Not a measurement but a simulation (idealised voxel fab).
The process module presented herein is designated voxel transistor to metal.
The cross-section shown here is cut; it is 180 nm wide and divided into square cells measuring 5 nm on a side.
If you're reading a cross-section in this doc, picture square cells in a grid; it comes to you as bands, top ones listed first down to the bottom, and a band can be one or more rows of cells. Top height, bottom height, nm. Materials left to right, width each, nm. Single material + "edge to edge" = fills band edge to edge. "air" = empty. Ref level 0: as-received wafer is one material below here. Bottom band extends down with no lower bound ("z 0 and below"). A two-number width, for instance "30->40", indicates that the width is equal to the first number in the top row of the band and to the second number in the bottom row, and that it changes by a constant amount per row of cells. Where a step carries "all unchanged", the cross-section came out of it unchanged, cell for cell. Entry "Enclosed void catalog". Content: empty spaces with no open connection to the top, size 8 cells or greater. Each: width x height at distance. Distance: from left edge. Unit: nm. Formally, on a step line, whatever follows the settings is a remark that the simulator itself makes on the step. overlay nm: how far to the right of its planned place the mask lay on this masked step (negative: to the left).
# Intended process steps
1: RECEIVE (material Si)
2: CONFORMAL_DEP (material SiO2; thk nm 5)
3: CONFORMAL_DEP (material SiN; thk nm 10)
4: MASKED_ETCH (tone cover; mask id ACTIVE; width nm 105; etch materials SiN; depth nm 10; overlay nm 0)
5: MASKED_ETCH (tone cover; mask id ACTIVE; width nm 105; etch materials SiO2; depth nm 5; overlay nm 0)
6: MASKED_ETCH (tone cover; mask id ACTIVE; width nm 105; etch materials Si; depth nm 35; overlay nm 0)
7: FILL_DEP (material SiO2; thk nm 15)
8: CMP (height nm 15)
9: SELECTIVE_ETCH (etch materials SiO2; depth nm 5)
10: STRIP (etch materials SiN)
11: SELECTIVE_ETCH (etch materials SiO2; depth nm 5)
12: OXIDIZE (depth nm 5)
13: DIRECTIONAL_DEP (material polySi; thk nm 20)
14: DIRECTIONAL_DEP (material SiCN; thk nm 10)
15: MASKED_ETCH (tone cover; mask id GATE; width nm 25; etch materials SiCN; depth nm 20; overlay nm 0)
16: MASKED_ETCH (tone cover; mask id GATE; width nm 25; etch materials polySi; depth nm 30; overlay nm 0)
17: CONFORMAL_DEP (material SiN; thk nm 10)
18: DIRECTIONAL_ETCH (etch materials SiN; depth nm 10)
19: DIRECTIONAL_ETCH (etch materials SiO2; depth nm 5)
20: DIRECTIONAL_ETCH (etch materials Si; depth nm 10)
21: EPI (material nSi; thk nm 10)
22: FILL_DEP (material SiO2; thk nm 5)
23: CMP (height nm 30)
24: DIRECTIONAL_DEP (material SiO2; thk nm 15)
25: PATTERN (tone open; mask id CONTACT; material resist; width nm 30; pitch nm 65; thk nm 15; overlay nm 0)
26: DIRECTIONAL_ETCH (etch materials SiO2; depth nm 50)
27: STRIP (etch materials resist)
28: CONFORMAL_DEP (material TiN; thk nm 5)
29: FILL_DEP (material W; thk nm 5)
30: CMP (height nm 45)
31: CONFORMAL_DEP (material SiCN; thk nm 5)
32: DIRECTIONAL_DEP (material lowk; thk nm 25)
33: PATTERN (tone open; mask id METAL_1; material resist; width nm 15; pitch nm 80; thk nm 20; overlay nm 0)
34: DIRECTIONAL_ETCH (etch materials lowk; depth nm 25)
35: DIRECTIONAL_ETCH (etch materials SiCN; depth nm 5)
36: STRIP (etch materials resist)
37: CONFORMAL_DEP (material TiN; thk nm 5)
38: FILL_DEP (material W; thk nm 10)
39: CMP (height nm 75)
40: CONFORMAL_DEP (material SiCN; thk nm 5)
41: DIRECTIONAL_DEP (material SiO2; thk nm 35)
42: MASKED_ETCH (tone open; mask id METAL_2; width nm 15; pitch nm 80; etch materials SiO2; depth nm 20; overlay nm 0)
43: DIRECTIONAL_DEP (material aC; thk nm 10)
44: PATTERN (tone open; mask id METAL_2_HOLES; material resist; width nm 15; pitch nm 80; thk nm 25; overlay nm 0)
45: DIRECTIONAL_ETCH (etch materials aC; depth nm 10)
46: STRIP (etch materials resist)
47: DIRECTIONAL_ETCH (etch materials SiO2; depth nm 15)
48: DIRECTIONAL_ETCH (etch materials SiCN; depth nm 5)
49: STRIP (etch materials aC)
50: CONFORMAL_DEP (material TiN; thk nm 5)
51: FILL_DEP (material Cu; thk nm 10)
52: CMP (height nm 115)
53: CONFORMAL_DEP (material SiCN; thk nm 5)
# First of two wafers, processed according to plan
# This is the cross-section of the wafer as we received it, i.e. after step 1
> z 0 and below = Si edge to edge
> Enclosed void catalog: none
# Cross-section: wafer state after step 2
> z 5 to 0 = SiO2 edge to edge
> All layers under 0 are left as they were.
# Cross-section: wafer state after step 3
> z 15 to 5 = SiN edge to edge
> All layers under 5 are left as they were.
# Cross-section: wafer state after step 4
> z 15 to 5 = air=35  SiN=105  air=40
> All layers under 5 are left as they were.
# Cross-section: wafer state after step 5
> z 15 to 5 = air=35  SiN=105  air=40
> z 5 to 0 = air=35  SiO2=105  air=40
> All layers under 0 are left as they were.
# Cross-section: wafer state after step 6
> z 15 to 5 = air=35  SiN=105  air=40
> z 5 to 0 = air=35  SiO2=105  air=40
> z 0 to -35 = air=35  Si=105  air=40
> All layers under -35 are left as they were.
# Cross-section: wafer state after step 7
> z 30 to 15 = SiO2 edge to edge
> z 15 to 5 = SiO2=35  SiN=105  SiO2=40
> z 5 to 0 = SiO2 edge to edge
> z 0 to -35 = SiO2=35  Si=105  SiO2=40
> All layers under -35 are left as they were.
# Cross-section: wafer state after step 8
> z 15 to 5 = SiO2=35  SiN=105  SiO2=40
> All layers under 5 are left as they were.
# Cross-section: wafer state after step 9
> z 15 to 10 = air=35  SiN=105  air=40
> All layers under 10 are left as they were.
# Cross-section: wafer state after step 10
> z 10 to 5 = SiO2=35  air=105  SiO2=40
> All layers under 5 are left as they were.
# Cross-section: wafer state after step 11
> z 5 to 0 = SiO2=30  air=115  SiO2=35
> All layers under 0 are left as they were.
# Cross-section: wafer state after step 12
> z 5 to 0 = SiO2=30  air=115  SiO2=35
> z 0 to -5 = SiO2 edge to edge
> All layers under -5 are left as they were.
# Cross-section: wafer state after step 13
> z 25 to 20 = polySi=30  air=115  polySi=35
> z 20 to 5 = polySi edge to edge
> z 5 to 0 = SiO2=30  polySi=115  SiO2=35
> All layers under 0 are left as they were.
# Cross-section: wafer state after step 14
> z 35 to 30 = SiCN=30  air=115  SiCN=35
> z 30 to 25 = SiCN edge to edge
> z 25 to 20 = polySi=30  SiCN=115  polySi=35
> All layers under 20 are left as they were.
# Cross-section: wafer state after step 15
> z 30 to 25 = air=75  SiCN=25  air=80
> z 25 to 20 = polySi=30  air=45  SiCN=25  air=45  polySi=35
> All layers under 20 are left as they were.
# Cross-section: wafer state after step 16
> z 30 to 20 = air=75  SiCN=25  air=80
> z 20 to 5 = air=75  polySi=25  air=80
> z 5 to 0 = SiO2=30  air=45  polySi=25  air=45  SiO2=35
> All layers under 0 are left as they were.
# Cross-section: wafer state after step 17
> z 40 to 30 = air=65  SiN=45  air=70
> z 30 to 20 = air=65  SiN=10  SiCN=25  SiN=10  air=70
> z 20 to 15 = air=65  SiN=10  polySi=25  SiN=10  air=70
> z 15 to 10 = SiN=40  air=25  SiN=10  polySi=25  SiN=10  air=25  SiN=45
> z 10 to 5 = SiN=75  polySi=25  SiN=80
> z 5 to 0 = SiO2=30  SiN=45  polySi=25  SiN=45  SiO2=35
> All layers under 0 are left as they were.
# Cross-section: wafer state after step 18
> z 30 to 20 = air=65  SiN=10  SiCN=25  SiN=10  air=70
> z 20 to 5 = air=65  SiN=10  polySi=25  SiN=10  air=70
> z 5 to 0 = SiO2=30  SiN=10  air=25  SiN=10  polySi=25  SiN=10  air=25  SiN=10  SiO2=35
> All layers under 0 are left as they were.
# Cross-section: wafer state after step 19
> z 30 to 20 = air=65  SiN=10  SiCN=25  SiN=10  air=70
> z 20 to 5 = air=65  SiN=10  polySi=25  SiN=10  air=70
> z 5 to 0 = air=30  SiN=10  air=25  SiN=10  polySi=25  SiN=10  air=25  SiN=10  air=35
> z 0 to -5 = SiO2=40  air=25  SiO2=45  air=25  SiO2=45
> All layers under -5 are left as they were.
# Cross-section: wafer state after step 20
> z 30 to 20 = air=65  SiN=10  SiCN=25  SiN=10  air=70
> z 20 to 5 = air=65  SiN=10  polySi=25  SiN=10  air=70
> z 5 to 0 = air=30  SiN=10  air=25  SiN=10  polySi=25  SiN=10  air=25  SiN=10  air=35
> z 0 to -5 = SiO2=40  air=25  SiO2=45  air=25  SiO2=45
> z -5 to -15 = SiO2=35  Si=5  air=25  Si=45  air=25  Si=5  SiO2=40
> All layers under -15 are left as they were.
# Cross-section: wafer state after step 21
> z 30 to 20 = air=65  SiN=10  SiCN=25  SiN=10  air=70
> z 20 to 5 = air=65  SiN=10  polySi=25  SiN=10  air=70
> z 5 to 0 = air=30  SiN=10  nSi=10  air=5  nSi=10  SiN=10  polySi=25  SiN=10  nSi=10  air=5  nSi=10  SiN=10  air=35
> z 0 to -5 = SiO2=40  nSi=10  air=5  nSi=10  SiO2=45  nSi=10  air=5  nSi=10  SiO2=45
> z -5 to -15 = SiO2=35  Si=5  nSi=25  Si=45  nSi=25  Si=5  SiO2=40
> All layers under -15 are left as they were.
# Cross-section: wafer state after step 22
> z 35 to 30 = SiO2 edge to edge
> z 30 to 20 = SiO2=65  SiN=10  SiCN=25  SiN=10  SiO2=70
> z 20 to 5 = SiO2=65  SiN=10  polySi=25  SiN=10  SiO2=70
> z 5 to 0 = SiO2=30  SiN=10  nSi=10  SiO2=5  nSi=10  SiN=10  polySi=25  SiN=10  nSi=10  SiO2=5  nSi=10  SiN=10  SiO2=35
> z 0 to -5 = SiO2=40  nSi=10  SiO2=5  nSi=10  SiO2=45  nSi=10  SiO2=5  nSi=10  SiO2=45
> All layers under -5 are left as they were.
# Cross-section: wafer state after step 23
> z 30 to 20 = SiO2=65  SiN=10  SiCN=25  SiN=10  SiO2=70
> All layers under 20 are left as they were.
# Cross-section: wafer state after step 24
> z 45 to 30 = SiO2 edge to edge
> All layers under 30 are left as they were.
# Cross-section: wafer state after step 25
> z 60 to 45 = resist=40  air=30  resist=35  air=30  resist=45
> All layers under 45 are left as they were.
# Cross-section: wafer state after step 26
> z 60 to 45 = resist=40  air=30  resist=35  air=30  resist=45
> z 45 to 30 = SiO2=40  air=30  SiO2=35  air=30  SiO2=45
> z 30 to 20 = SiO2=40  air=25  SiN=10  SiCN=25  SiN=10  air=25  SiO2=45
> z 20 to 5 = SiO2=40  air=25  SiN=10  polySi=25  SiN=10  air=25  SiO2=45
> z 5 to 0 = SiO2=30  SiN=10  nSi=10  air=5  nSi=10  SiN=10  polySi=25  SiN=10  nSi=10  air=5  nSi=10  SiN=10  SiO2=35
> z 0 to -5 = SiO2=40  nSi=10  air=5  nSi=10  SiO2=45  nSi=10  air=5  nSi=10  SiO2=45
> All layers under -5 are left as they were.
# Cross-section: wafer state after step 27
> z 45 to 30 = SiO2=40  air=30  SiO2=35  air=30  SiO2=45
> All layers under 30 are left as they were.
# Cross-section: wafer state after step 28
> z 50 to 45 = TiN=45  air=20  TiN=45  air=20  TiN=50
> z 45 to 35 = SiO2=40  TiN=5  air=20  TiN=5  SiO2=35  TiN=5  air=20  TiN=5  SiO2=45
> z 35 to 30 = SiO2=40  TiN=5  air=15  TiN=10  SiO2=35  TiN=10  air=15  TiN=5  SiO2=45
> z 30 to 20 = SiO2=40  TiN=5  air=15  TiN=5  SiN=10  SiCN=25  SiN=10  TiN=5  air=15  TiN=5  SiO2=45
> z 20 to 10 = SiO2=40  TiN=5  air=15  TiN=5  SiN=10  polySi=25  SiN=10  TiN=5  air=15  TiN=5  SiO2=45
> z 10 to 5 = SiO2=40  TiN=25  SiN=10  polySi=25  SiN=10  TiN=25  SiO2=45
> z 5 to 0 = SiO2=30  SiN=10  nSi=10  TiN=5  nSi=10  SiN=10  polySi=25  SiN=10  nSi=10  TiN=5  nSi=10  SiN=10  SiO2=35
> z 0 to -5 = SiO2=40  nSi=10  TiN=5  nSi=10  SiO2=45  nSi=10  TiN=5  nSi=10  SiO2=45
> All layers under -5 are left as they were.
# Cross-section: wafer state after step 29
> z 55 to 50 = W edge to edge
> z 50 to 45 = TiN=45  W=20  TiN=45  W=20  TiN=50
> z 45 to 35 = SiO2=40  TiN=5  W=20  TiN=5  SiO2=35  TiN=5  W=20  TiN=5  SiO2=45
> z 35 to 30 = SiO2=40  TiN=5  W=15  TiN=10  SiO2=35  TiN=10  W=15  TiN=5  SiO2=45
> z 30 to 20 = SiO2=40  TiN=5  W=15  TiN=5  SiN=10  SiCN=25  SiN=10  TiN=5  W=15  TiN=5  SiO2=45
> z 20 to 10 = SiO2=40  TiN=5  W=15  TiN=5  SiN=10  polySi=25  SiN=10  TiN=5  W=15  TiN=5  SiO2=45
> All layers under 10 are left as they were.
# Cross-section: wafer state after step 30
> z 45 to 35 = SiO2=40  TiN=5  W=20  TiN=5  SiO2=35  TiN=5  W=20  TiN=5  SiO2=45
> All layers under 35 are left as they were.
# Cross-section: wafer state after step 31
> z 50 to 45 = SiCN edge to edge
> All layers under 45 are left as they were.
# Cross-section: wafer state after step 32
> z 75 to 50 = lowk edge to edge
> All layers under 50 are left as they were.
# Cross-section: wafer state after step 33
> z 95 to 75 = resist=40  air=15  resist=65  air=15  resist=45
> All layers under 75 are left as they were.
# Cross-section: wafer state after step 34
> z 95 to 75 = resist=40  air=15  resist=65  air=15  resist=45
> z 75 to 50 = lowk=40  air=15  lowk=65  air=15  lowk=45
> All layers under 50 are left as they were.
# Cross-section: wafer state after step 35
> z 95 to 75 = resist=40  air=15  resist=65  air=15  resist=45
> z 75 to 50 = lowk=40  air=15  lowk=65  air=15  lowk=45
> z 50 to 45 = SiCN=40  air=15  SiCN=65  air=15  SiCN=45
> All layers under 45 are left as they were.
# Cross-section: wafer state after step 36
> z 75 to 50 = lowk=40  air=15  lowk=65  air=15  lowk=45
> All layers under 50 are left as they were.
# Cross-section: wafer state after step 37
> z 80 to 75 = TiN=45  air=5  TiN=75  air=5  TiN=50
> z 75 to 50 = lowk=40  TiN=5  air=5  TiN=5  lowk=65  TiN=5  air=5  TiN=5  lowk=45
> z 50 to 45 = SiCN=40  TiN=15  SiCN=65  TiN=15  SiCN=45
> All layers under 45 are left as they were.
# Cross-section: wafer state after step 38
> z 90 to 80 = W edge to edge
> z 80 to 75 = TiN=45  W=5  TiN=75  W=5  TiN=50
> z 75 to 50 = lowk=40  TiN=5  W=5  TiN=5  lowk=65  TiN=5  W=5  TiN=5  lowk=45
> All layers under 50 are left as they were.
# Cross-section: wafer state after step 39
> z 75 to 50 = lowk=40  TiN=5  W=5  TiN=5  lowk=65  TiN=5  W=5  TiN=5  lowk=45
> All layers under 50 are left as they were.
# Cross-section: wafer state after step 40
> z 80 to 75 = SiCN edge to edge
> All layers under 75 are left as they were.
# Cross-section: wafer state after step 41
> z 115 to 80 = SiO2 edge to edge
> All layers under 80 are left as they were.
# Cross-section: wafer state after step 42
> z 115 to 95 = SiO2=40  air=15  SiO2=65  air=15  SiO2=45
> All layers under 95 are left as they were.
# Cross-section: wafer state after step 43
> z 125 to 115 = aC=40  air=15  aC=65  air=15  aC=45
> z 115 to 105 = SiO2=40  air=15  SiO2=65  air=15  SiO2=45
> z 105 to 95 = SiO2=40  aC=15  SiO2=65  aC=15  SiO2=45
> All layers under 95 are left as they were.
# Cross-section: wafer state after step 44
> z 150 to 125 = resist=40  air=15  resist=65  air=15  resist=45
> All layers under 125 are left as they were.
# Cross-section: wafer state after step 45
> z 140 to 125 = resist=40  air=15  resist=65  air=15  resist=45
> z 125 to 115 = aC=40  air=15  aC=65  air=15  aC=45
> z 115 to 95 = SiO2=40  air=15  SiO2=65  air=15  SiO2=45
> All layers under 95 are left as they were.
# Cross-section: wafer state after step 46
> z 125 to 115 = aC=40  air=15  aC=65  air=15  aC=45
> All layers under 115 are left as they were.
# Cross-section: wafer state after step 47
> z 125 to 115 = aC=40  air=15  aC=65  air=15  aC=45
> z 115 to 80 = SiO2=40  air=15  SiO2=65  air=15  SiO2=45
> All layers under 80 are left as they were.
# Cross-section: wafer state after step 48
> z 125 to 115 = aC=40  air=15  aC=65  air=15  aC=45
> z 115 to 80 = SiO2=40  air=15  SiO2=65  air=15  SiO2=45
> z 80 to 75 = SiCN=40  air=15  SiCN=65  air=15  SiCN=45
> All layers under 75 are left as they were.
# Cross-section: wafer state after step 49
> z 115 to 80 = SiO2=40  air=15  SiO2=65  air=15  SiO2=45
> All layers under 80 are left as they were.
# Cross-section: wafer state after step 50
> z 120 to 115 = TiN=45  air=5  TiN=75  air=5  TiN=50
> z 115 to 80 = SiO2=40  TiN=5  air=5  TiN=5  SiO2=65  TiN=5  air=5  TiN=5  SiO2=45
> z 80 to 75 = SiCN=40  TiN=15  SiCN=65  TiN=15  SiCN=45
> All layers under 75 are left as they were.
# Cross-section: wafer state after step 51
> z 130 to 120 = Cu edge to edge
> z 120 to 115 = TiN=45  Cu=5  TiN=75  Cu=5  TiN=50
> z 115 to 80 = SiO2=40  TiN=5  Cu=5  TiN=5  SiO2=65  TiN=5  Cu=5  TiN=5  SiO2=45
> All layers under 80 are left as they were.
# Cross-section: wafer state after step 52
> z 115 to 80 = SiO2=40  TiN=5  Cu=5  TiN=5  SiO2=65  TiN=5  Cu=5  TiN=5  SiO2=45
> All layers under 80 are left as they were.
# Cross-section: wafer state after step 53
> z 120 to 115 = SiCN edge to edge
> All layers under 115 are left as they were.
# Second Wafer (Identical Start and Plan, One Processing Error; Matches First Wafer Through Step 30)
# Second wafer at the planned finish of step 31, seen in cross-section
> z 50 to 45 = lowk edge to edge
> All layers under 45 are left as they were.
# Second wafer at the planned finish of step 32, seen in cross-section
> z 75 to 45 = lowk edge to edge
> All layers under 45 are left as they were.
# Second wafer at the planned finish of step 33, seen in cross-section
> z 95 to 75 = resist=40  air=15  resist=65  air=15  resist=45
> All layers under 75 are left as they were.
# Second wafer at the planned finish of step 34, seen in cross-section
> z 95 to 75 = resist=40  air=15  resist=65  air=15  resist=45
> z 75 to 50 = lowk=40  air=15  lowk=65  air=15  lowk=45
> All layers under 50 are left as they were.
Second wafer at the planned finish of step 35, seen in cross-section: all unchanged
# Second wafer at the planned finish of step 36, seen in cross-section
> z 75 to 50 = lowk=40  air=15  lowk=65  air=15  lowk=45
> All layers under 50 are left as they were.
# Second wafer at the planned finish of step 37, seen in cross-section
> z 80 to 75 = TiN=45  air=5  TiN=75  air=5  TiN=50
> z 75 to 55 = lowk=40  TiN=5  air=5  TiN=5  lowk=65  TiN=5  air=5  TiN=5  lowk=45
> z 55 to 50 = lowk=40  TiN=15  lowk=65  TiN=15  lowk=45
> All layers under 50 are left as they were.
# Second wafer at the planned finish of step 38, seen in cross-section
> z 90 to 80 = W edge to edge
> z 80 to 75 = TiN=45  W=5  TiN=75  W=5  TiN=50
> z 75 to 55 = lowk=40  TiN=5  W=5  TiN=5  lowk=65  TiN=5  W=5  TiN=5  lowk=45
> All layers under 55 are left as they were.
# Second wafer at the planned finish of step 39, seen in cross-section
> z 75 to 55 = lowk=40  TiN=5  W=5  TiN=5  lowk=65  TiN=5  W=5  TiN=5  lowk=45
> All layers under 55 are left as they were.
# Second wafer at the planned finish of step 40, seen in cross-section
> z 80 to 75 = SiCN edge to edge
> All layers under 75 are left as they were.
# Second wafer at the planned finish of step 41, seen in cross-section
> z 115 to 80 = SiO2 edge to edge
> All layers under 80 are left as they were.
# Second wafer at the planned finish of step 42, seen in cross-section
> z 115 to 95 = SiO2=40  air=15  SiO2=65  air=15  SiO2=45
> All layers under 95 are left as they were.
# Second wafer at the planned finish of step 43, seen in cross-section
> z 125 to 115 = aC=40  air=15  aC=65  air=15  aC=45
> z 115 to 105 = SiO2=40  air=15  SiO2=65  air=15  SiO2=45
> z 105 to 95 = SiO2=40  aC=15  SiO2=65  aC=15  SiO2=45
> All layers under 95 are left as they were.
# Second wafer at the planned finish of step 44, seen in cross-section
> z 150 to 125 = resist=40  air=15  resist=65  air=15  resist=45
> All layers under 125 are left as they were.
# Second wafer at the planned finish of step 45, seen in cross-section
> z 140 to 125 = resist=40  air=15  resist=65  air=15  resist=45
> z 125 to 115 = aC=40  air=15  aC=65  air=15  aC=45
> z 115 to 95 = SiO2=40  air=15  SiO2=65  air=15  SiO2=45
> All layers under 95 are left as they were.
# Second wafer at the planned finish of step 46, seen in cross-section
> z 125 to 115 = aC=40  air=15  aC=65  air=15  aC=45
> All layers under 115 are left as they were.
# Second wafer at the planned finish of step 47, seen in cross-section
> z 125 to 115 = aC=40  air=15  aC=65  air=15  aC=45
> z 115 to 80 = SiO2=40  air=15  SiO2=65  air=15  SiO2=45
> All layers under 80 are left as they were.
# Second wafer at the planned finish of step 48, seen in cross-section
> z 125 to 115 = aC=40  air=15  aC=65  air=15  aC=45
> z 115 to 80 = SiO2=40  air=15  SiO2=65  air=15  SiO2=45
> z 80 to 75 = SiCN=40  air=15  SiCN=65  air=15  SiCN=45
> All layers under 75 are left as they were.
# Second wafer at the planned finish of step 49, seen in cross-section
> z 115 to 80 = SiO2=40  air=15  SiO2=65  air=15  SiO2=45
> All layers under 80 are left as they were.
# Second wafer at the planned finish of step 50, seen in cross-section
> z 120 to 115 = TiN=45  air=5  TiN=75  air=5  TiN=50
> z 115 to 80 = SiO2=40  TiN=5  air=5  TiN=5  SiO2=65  TiN=5  air=5  TiN=5  SiO2=45
> z 80 to 75 = SiCN=40  TiN=15  SiCN=65  TiN=15  SiCN=45
> All layers under 75 are left as they were.
# Second wafer at the planned finish of step 51, seen in cross-section
> z 130 to 120 = Cu edge to edge
> z 120 to 115 = TiN=45  Cu=5  TiN=75  Cu=5  TiN=50
> z 115 to 80 = SiO2=40  TiN=5  Cu=5  TiN=5  SiO2=65  TiN=5  Cu=5  TiN=5  SiO2=45
> All layers under 80 are left as they were.
# Second wafer at the planned finish of step 52, seen in cross-section
> z 115 to 80 = SiO2=40  TiN=5  Cu=5  TiN=5  SiO2=65  TiN=5  Cu=5  TiN=5  SiO2=45
> All layers under 80 are left as they were.
# Second wafer at the planned finish of step 53, seen in cross-section
> z 120 to 115 = SiCN edge to edge
> All layers under 115 are left as they were.
Which mistake was made when the wafer was run? step 31 off recipe, ran as CONFORMAL_DEP (material lowk; thk nm 5)
End check, counted in cells, second wafer has more or fewer of these materials than the first: 30 fewer of SiCN | 4 fewer of TiN | 2 fewer of W | 36 more of lowk
